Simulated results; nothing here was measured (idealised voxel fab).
process module | voxel ribs on slabs
cross-section cut | 185 nm wide | cells 5 nm
A cross-section is a grid of square cells, given in bands from the top down. A band is one or more rows of cells.
Each band's line starts with the height of the band's top and of its bottom, in nm. Then come its materials from left to right, each with its width in nm. One material with "throughout" fills the band from edge to edge. "air" is empty space.
Height 0 is the level under which the wafer as received is all one material. The lowest band goes on downwards, as in "0 down".
A width such as "30 to 40" changes by the same amount from each row of cells to the next, from the band's top row to its bottom row.
"no change" after a step means that no cell of the cross-section changed.
closed voids: empty space of 8 cells or more with no open way to the top, each as width x height at its distance from the left edge, in nm
after a step's settings: what the simulator itself notes on the step
overlay nm, on a step with a mask: how far to the right of its planned place the mask lay; to the left if negative
plan
1 op RECEIVE | material Si
2 op DIRECTIONAL_DEP | material SiO2 | thk nm 25
3 op DIRECTIONAL_DEP | material polySi | thk nm 15
4 op PATTERN | tone cover | mask id RIB | material resist | width nm 15 | thk nm 20 | overlay nm 0
5 op DIRECTIONAL_ETCH | etch materials polySi | depth nm 5
6 op STRIP | etch materials resist
7 op PATTERN | tone cover | mask id SLAB | material resist | width nm 55 | thk nm 20 | overlay nm 0
8 op DIRECTIONAL_ETCH | etch materials polySi | depth nm 10
9 op STRIP | etch materials resist
10 op FILL_DEP | material SiO2 | thk nm 20
11 op CMP | height nm 50
12 op DIRECTIONAL_DEP | material TiN | thk nm 5
13 op PATTERN | tone cover | mask id HEATER | material resist | width nm 25 | thk nm 20 | overlay nm 0
14 op DIRECTIONAL_ETCH | etch materials TiN | depth nm 5
15 op STRIP | etch materials resist
16 op CONFORMAL_DEP | material SiO2 | thk nm 5
as received, after step 1
  0 down: Si throughout
  closed voids: none
first wafer at the end, as planned
  60 to 55: air 75 | SiO2 35 | air 75
  55 to 50: SiO2 80 | TiN 25 | SiO2 80
  50 to 40: SiO2 throughout
  40 to 35: SiO2 85 | polySi 15 | SiO2 85
  35 to 25: SiO2 65 | polySi 55 | SiO2 65
  25 to 0: SiO2 throughout
  0 down: Si throughout
  closed voids: none
second wafer at the end: like start, like plan, one mistake
  60 to 55: air 75 | SiO2 35 | air 75
  55 to 50: SiO2 80 | TiN 25 | SiO2 80
  50 to 35: SiO2 throughout
  35 to 25: SiO2 65 | polySi 20 | SiO2 15 | polySi 20 | SiO2 65
  25 to 0: SiO2 throughout
  0 down: Si throughout
  closed voids: none
what went wrong: steps 3 and 4 were swapped
at the end the second wafer has, in cells: 9 more of SiO2 | 9 fewer of polySi
